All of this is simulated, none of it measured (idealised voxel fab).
The following is a process module called voxel capacitor over wiring.
The cross-section on display is named cut; it measures 165 nm wide, and its cells are 5 nm squares.
Format of a cross-section: grid, square cells. Given as bands. Order: top down. Band: one or more rows of cells. The band entry comprises the height of the band's top followed by the height of its bottom, expressed in nm, and subsequently the band's materials from left to right, each stated together with its width in nm. Where a single material is marked with the word "edge to edge", that material fills the band from edge to edge. The word "blank" represents empty space. All heights in this document are referenced to 0, defined as the level beneath which the wafer, as received, consists entirely of one material. The lowest band is not bounded below; it extends indefinitely downward and is written in the form "z 0 and below". Width spec "30->40" -> top row of cells at first value, bottom row at second value, equal per-row change in between. "remained unchanged" after a step means that no cell of the cross-section changed. Empty spaces without an open route to the top, at least 8 cells in extent, make up the entry "Trapped voids"; each is given as width x height at distance, where the distance is measured from the left edge, and all are in nm. Text after the settings on a step's line: the simulator's own remark on that step. overlay nm: for a step with a mask, the amount by which the mask lay right of where it was planned; a negative amount means left of it.
**Process steps (planned)**
step 1: RECEIVE: material Si
step 2: CONFORMAL_DEP: material SiO2, thk nm 15
step 3: CONFORMAL_DEP: material SiN, thk nm 5
step 4: DIRECTIONAL_DEP: material lowk, thk nm 20
step 5: PATTERN: tone open, mask id METAL_1, material resist, width nm 25, pitch nm 90, thk nm 15, overlay nm 0
step 6: DIRECTIONAL_ETCH: etch materials lowk, depth nm 20
step 7: DIRECTIONAL_ETCH: etch materials SiN, depth nm 5
step 8: STRIP: etch materials resist
step 9: CONFORMAL_DEP: material TiN, thk nm 5
step 10: FILL_DEP: material W, thk nm 10
step 11: CMP: height nm 40
step 12: CONFORMAL_DEP: material SiCN, thk nm 5
step 13: DIRECTIONAL_DEP: material SiO2, thk nm 15
step 14: MASKED_ETCH: tone open, mask id PLUG_1, width nm 15, etch materials SiO2, depth nm 15, overlay nm 0
step 15: MASKED_ETCH: tone open, mask id PLUG_1, width nm 15, etch materials SiCN, depth nm 5, overlay nm 0
step 16: EPI: material Ru, thk nm 10
step 17: EPI: material Ru, thk nm 10
step 18: DIRECTIONAL_DEP: material TiN, thk nm 10
step 19: DIRECTIONAL_DEP: material SiN, thk nm 5
step 20: DIRECTIONAL_DEP: material TiN, thk nm 10
step 21: PATTERN: tone cover, mask id UPPER_PLATE, material resist, width nm 70, thk nm 20, overlay nm 0
step 22: DIRECTIONAL_ETCH: etch materials TiN, depth nm 10
step 23: DIRECTIONAL_ETCH: etch materials SiN, depth nm 5
step 24: STRIP: etch materials resist
step 25: MASKED_ETCH: tone cover, mask id LOWER_PLATE, width nm 80, etch materials TiN, depth nm 10, overlay nm 0
step 26: FILL_DEP: material SiO2, thk nm 20
step 27: CMP: height nm 100
step 28: DIRECTIONAL_DEP: material aC, thk nm 15
step 29: PATTERN: tone open, mask id PLUG_2, material resist, width nm 15, thk nm 35, overlay nm 0
step 30: DIRECTIONAL_ETCH: etch materials aC, depth nm 15
step 31: STRIP: etch materials resist
step 32: DIRECTIONAL_ETCH: etch materials SiO2, depth nm 15
step 33: STRIP: etch materials aC
step 34: CONFORMAL_DEP: material TiN, thk nm 5
step 35: FILL_DEP: material Ru, thk nm 10
step 36: CMP: height nm 100
step 37: CONFORMAL_DEP: material SiCN, thk nm 5
**First wafer, two in total, run as planned**
**So this is the incoming wafer in cross-section - it's already been through step 1**
- z 0 and below: Si edge to edge
- Trapped voids: none
**Wafer xsec, post step 2**
- z 15 to 0: SiO2 edge to edge
- Under the height 0 nothing was changed.
**Wafer xsec, post step 3**
- z 20 to 15: SiN edge to edge
- Under the height 15 nothing was changed.
**Wafer xsec, post step 4**
- z 40 to 20: lowk edge to edge
- Under the height 20 nothing was changed.
**Wafer xsec, post step 5**
- z 55 to 40: resist 25 nm, then blank 25 nm, then resist 65 nm, then blank 25 nm, then resist 25 nm
- Under the height 40 nothing was changed.
**Wafer xsec, post step 6**
- z 55 to 40: resist 25 nm, then blank 25 nm, then resist 65 nm, then blank 25 nm, then resist 25 nm
- z 40 to 20: lowk 25 nm, then blank 25 nm, then lowk 65 nm, then blank 25 nm, then lowk 25 nm
- Under the height 20 nothing was changed.
**Wafer xsec, post step 7**
- z 55 to 40: resist 25 nm, then blank 25 nm, then resist 65 nm, then blank 25 nm, then resist 25 nm
- z 40 to 20: lowk 25 nm, then blank 25 nm, then lowk 65 nm, then blank 25 nm, then lowk 25 nm
- z 20 to 15: SiN 25 nm, then blank 25 nm, then SiN 65 nm, then blank 25 nm, then SiN 25 nm
- Under the height 15 nothing was changed.
**Wafer xsec, post step 8**
- z 40 to 20: lowk 25 nm, then blank 25 nm, then lowk 65 nm, then blank 25 nm, then lowk 25 nm
- Under the height 20 nothing was changed.
**Wafer xsec, post step 9**
- z 45 to 40: TiN 30 nm, then blank 15 nm, then TiN 75 nm, then blank 15 nm, then TiN 30 nm
- z 40 to 20: lowk 25 nm, then TiN 5 nm, then blank 15 nm, then TiN 5 nm, then lowk 65 nm, then TiN 5 nm, then blank 15 nm, then TiN 5 nm, then lowk 25 nm
- z 20 to 15: SiN 25 nm, then TiN 25 nm, then SiN 65 nm, then TiN 25 nm, then SiN 25 nm
- Under the height 15 nothing was changed.
**Wafer xsec, post step 10**
- z 55 to 45: W edge to edge
- z 45 to 40: TiN 30 nm, then W 15 nm, then TiN 75 nm, then W 15 nm, then TiN 30 nm
- z 40 to 20: lowk 25 nm, then TiN 5 nm, then W 15 nm, then TiN 5 nm, then lowk 65 nm, then TiN 5 nm, then W 15 nm, then TiN 5 nm, then lowk 25 nm
- Under the height 20 nothing was changed.
**Wafer xsec, post step 11**
- z 40 to 20: lowk 25 nm, then TiN 5 nm, then W 15 nm, then TiN 5 nm, then lowk 65 nm, then TiN 5 nm, then W 15 nm, then TiN 5 nm, then lowk 25 nm
- Under the height 20 nothing was changed.
**Wafer xsec, post step 12**
- z 45 to 40: SiCN edge to edge
- Under the height 40 nothing was changed.
**Wafer xsec, post step 13**
- z 60 to 45: SiO2 edge to edge
- Under the height 45 nothing was changed.
**Wafer xsec, post step 14**
- z 60 to 45: SiO2 35 nm, then blank 15 nm, then SiO2 115 nm
- Under the height 45 nothing was changed.
**Wafer xsec, post step 15**
- z 60 to 45: SiO2 35 nm, then blank 15 nm, then SiO2 115 nm
- z 45 to 40: SiCN 35 nm, then blank 15 nm, then SiCN 115 nm
- Under the height 40 nothing was changed.
**Wafer xsec, post step 16**
- z 60 to 50: SiO2 35 nm, then blank 15 nm, then SiO2 115 nm
- z 50 to 45: SiO2 35 nm, then Ru 15 nm, then SiO2 115 nm
- z 45 to 40: SiCN 35 nm, then Ru 15 nm, then SiCN 115 nm
- Under the height 40 nothing was changed.
**Wafer xsec, post step 17**
- z 60 to 45: SiO2 35 nm, then Ru 15 nm, then SiO2 115 nm
- Under the height 45 nothing was changed.
**Wafer xsec, post step 18**
- z 70 to 60: TiN edge to edge
- Under the height 60 nothing was changed.
**Wafer xsec, post step 19**
- z 75 to 70: SiN edge to edge
- Under the height 70 nothing was changed.
**Wafer xsec, post step 20**
- z 85 to 75: TiN edge to edge
- Under the height 75 nothing was changed.
**Wafer xsec, post step 21**
- z 105 to 85: blank 35 nm, then resist 70 nm, then blank 60 nm
- Under the height 85 nothing was changed.
**Wafer xsec, post step 22**
- z 105 to 85: blank 35 nm, then resist 70 nm, then blank 60 nm
- z 85 to 75: blank 35 nm, then TiN 70 nm, then blank 60 nm
- Under the height 75 nothing was changed.
**Wafer xsec, post step 23**
- z 105 to 85: blank 35 nm, then resist 70 nm, then blank 60 nm
- z 85 to 75: blank 35 nm, then TiN 70 nm, then blank 60 nm
- z 75 to 70: blank 35 nm, then SiN 70 nm, then blank 60 nm
- Under the height 70 nothing was changed.
**Wafer xsec, post step 24**
- z 85 to 75: blank 35 nm, then TiN 70 nm, then blank 60 nm
- Under the height 75 nothing was changed.
**Wafer xsec, post step 25**
- z 85 to 75: blank 35 nm, then TiN 70 nm, then blank 60 nm
- z 75 to 70: blank 35 nm, then SiN 70 nm, then blank 60 nm
- z 70 to 60: blank 30 nm, then TiN 80 nm, then blank 55 nm
- Under the height 60 nothing was changed.
**Wafer xsec, post step 26**
- z 105 to 85: SiO2 edge to edge
- z 85 to 75: SiO2 35 nm, then TiN 70 nm, then SiO2 60 nm
- z 75 to 70: SiO2 35 nm, then SiN 70 nm, then SiO2 60 nm
- z 70 to 60: SiO2 30 nm, then TiN 80 nm, then SiO2 55 nm
- Under the height 60 nothing was changed.
**Wafer xsec, post step 27**
- z 100 to 85: SiO2 edge to edge
- Under the height 85 nothing was changed.
**Wafer xsec, post step 28**
- z 115 to 100: aC edge to edge
- Under the height 100 nothing was changed.
**Wafer xsec, post step 29**
- z 150 to 115: resist 45 nm, then blank 15 nm, then resist 105 nm
- Under the height 115 nothing was changed.
**Wafer xsec, post step 30**
- z 135 to 115: resist 45 nm, then blank 15 nm, then resist 105 nm
- z 115 to 100: aC 45 nm, then blank 15 nm, then aC 105 nm
- Under the height 100 nothing was changed.
**Wafer xsec, post step 31**
- z 115 to 100: aC 45 nm, then blank 15 nm, then aC 105 nm
- Under the height 100 nothing was changed.
**Wafer xsec, post step 32**
- z 115 to 100: aC 45 nm, then blank 15 nm, then aC 105 nm
- z 100 to 85: SiO2 45 nm, then blank 15 nm, then SiO2 105 nm
- Under the height 85 nothing was changed.
**Wafer xsec, post step 33**
- z 100 to 85: SiO2 45 nm, then blank 15 nm, then SiO2 105 nm
- Under the height 85 nothing was changed.
**Wafer xsec, post step 34**
- z 105 to 100: TiN 50 nm, then blank 5 nm, then TiN 110 nm
- z 100 to 90: SiO2 45 nm, then TiN 5 nm, then blank 5 nm, then TiN 5 nm, then SiO2 105 nm
- z 90 to 85: SiO2 45 nm, then TiN 15 nm, then SiO2 105 nm
- Under the height 85 nothing was changed.
**Wafer xsec, post step 35**
- z 115 to 105: Ru edge to edge
- z 105 to 100: TiN 50 nm, then Ru 5 nm, then TiN 110 nm
- z 100 to 90: SiO2 45 nm, then TiN 5 nm, then Ru 5 nm, then TiN 5 nm, then SiO2 105 nm
- Under the height 90 nothing was changed.
**Wafer xsec, post step 36**
- z 100 to 90: SiO2 45 nm, then TiN 5 nm, then Ru 5 nm, then TiN 5 nm, then SiO2 105 nm
- Under the height 90 nothing was changed.
**Wafer xsec, post step 37**
- z 105 to 100: SiCN edge to edge
- Under the height 100 nothing was changed.
**Second wafer - shared start and plan with the first - one error in running - same as the first up to step 28 inclusive**
**when step 29 should have ended**
- z 150 to 115: blank 45 nm, then resist 15 nm, then blank 105 nm
- Under the height 115 nothing was changed.
**when step 30 should have ended**
- z 135 to 115: blank 45 nm, then resist 15 nm, then blank 105 nm
- z 115 to 100: blank 45 nm, then aC 15 nm, then blank 105 nm
- Under the height 100 nothing was changed.
**when step 31 should have ended**
- z 115 to 100: blank 45 nm, then aC 15 nm, then blank 105 nm
- Under the height 100 nothing was changed.
**when step 32 should have ended**
- z 115 to 100: blank 45 nm, then aC 15 nm, then blank 105 nm
- z 100 to 85: blank 45 nm, then SiO2 15 nm, then blank 105 nm
- Under the height 85 nothing was changed.
**when step 33 should have ended**
- z 100 to 85: blank 45 nm, then SiO2 15 nm, then blank 105 nm
- Under the height 85 nothing was changed.
**when step 34 should have ended**
- z 105 to 100: blank 40 nm, then TiN 25 nm, then blank 100 nm
- z 100 to 90: blank 40 nm, then TiN 5 nm, then SiO2 15 nm, then TiN 5 nm, then blank 100 nm
- z 90 to 85: TiN 45 nm, then SiO2 15 nm, then TiN 105 nm
- Under the height 85 nothing was changed.
**when step 35 should have ended**
- z 115 to 105: Ru edge to edge
- z 105 to 100: Ru 40 nm, then TiN 25 nm, then Ru 100 nm
- z 100 to 90: Ru 40 nm, then TiN 5 nm, then SiO2 15 nm, then TiN 5 nm, then Ru 100 nm
- Under the height 90 nothing was changed.
**when step 36 should have ended**
- z 100 to 90: Ru 40 nm, then TiN 5 nm, then SiO2 15 nm, then TiN 5 nm, then Ru 100 nm
- Under the height 90 nothing was changed.
**when step 37 should have ended**
- z 105 to 100: SiCN edge to edge
- Under the height 100 nothing was changed.
Here's what went sideways: step 29: run off-plan, actual operation and settings PATTERN: tone cover, mask id PLUG_2, material resist, width nm 15, thk nm 35, overlay nm 0
End of process, cell counts, second wafer against first, materials with more or fewer: Ru: 54 more, SiO2: 81 fewer, TiN: 27 more
